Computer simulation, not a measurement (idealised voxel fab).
The process module that follows is named voxel released beams.
Cross-section cut spans 170 nm and uses square cells 5 nm in size.
In this document a cross-section is written as a grid of square cells. It is given as a series of bands, listed from the top down, and a band is one or more rows of cells.
Basically the band line says how high the top is and how high the bottom is, in nm, and then what's in it from left to right, every material with its width in nm. Empty space shows up as "empty", and if a single material carries "everywhere" it runs the full band edge to edge.
The reference from which all heights are counted is 0, the level beneath which the as-received wafer is entirely one material; the lowest band, having no lower bound, proceeds downward and is written after the example "0 down".
You'd read "30 to 40" like this: the band's top row of cells is as wide as the first number, its bottom row is as wide as the second, and going down, every row changes width by the same amount as the row before did.
Where the words "same as before" appear for a step, the cross-section shows no cell changed by that step; every cell remained as before.
Look at "Sealed void inventory" for the closed voids: empty spaces with no open path to the top, sized 8 cells or up. Each is width x height at distance, distance from the left edge, all nm.
Past the settings on a step's line: simulator remark, on that step.
overlay nm: right-of-plan distance of the mask on a masked step; negative values mean left-of-plan.
-- Below is the list of planned process steps
1. RECEIVE [material Si]
2. CONFORMAL_DEP [material Al2O3] [thk nm 5]
3. DIRECTIONAL_DEP [material SiO2] [thk nm 10]
4. DIRECTIONAL_DEP [material aC] [thk nm 10]
5. PATTERN [tone open] [mask id ANCHOR] [material resist] [width nm 35] [thk nm 25] [overlay nm 0]
6. DIRECTIONAL_ETCH [etch materials aC] [depth nm 10]
7. STRIP [etch materials resist]
8. DIRECTIONAL_ETCH [etch materials SiO2] [depth nm 10]
9. STRIP [etch materials aC]
10. CONFORMAL_DEP [material SiN] [thk nm 10]
11. DIRECTIONAL_DEP [material aC] [thk nm 10]
12. PATTERN [tone cover] [mask id BEAM] [material resist] [width nm 90] [thk nm 30] [overlay nm 0]
13. DIRECTIONAL_ETCH [etch materials aC] [depth nm 10]
14. STRIP [etch materials resist]
15. DIRECTIONAL_ETCH [etch materials SiN] [depth nm 10]
16. STRIP [etch materials aC]
17. STRIP [etch materials SiO2]
-- Cross-section, incoming material, after step 1
0 down: Si everywhere
Sealed void inventory: none
-- First of two wafers, end-of-module section, run followed plan
25 to 15: empty 35 nm; SiN 15 nm; empty 15 nm; SiN 60 nm; empty 45 nm
15 to 5: empty 40 nm; SiN 35 nm; empty 95 nm
5 to 0: Al2O3 everywhere
0 down: Si everywhere
Sealed void inventory: none
-- Second wafer cross-section at end of module - shared start and plan with the first, one mistake in the run
25 to 15: empty 35 nm; SiN 10 nm; empty 25 nm; SiN 55 nm; empty 45 nm
15 to 5: empty 35 nm; SiN 45 nm; empty 90 nm
5 to 0: Al2O3 everywhere
0 down: Si everywhere
Sealed void inventory: none
Short version of what went wrong: for step 5, the planned setting was not used; the step was instead run as PATTERN [tone open] [mask id ANCHOR] [material resist] [width nm 45] [thk nm 25] [overlay nm 0]
By the end, you'd get the same cell count for each material on either wafer, but the second wafer puts them somewhere else.
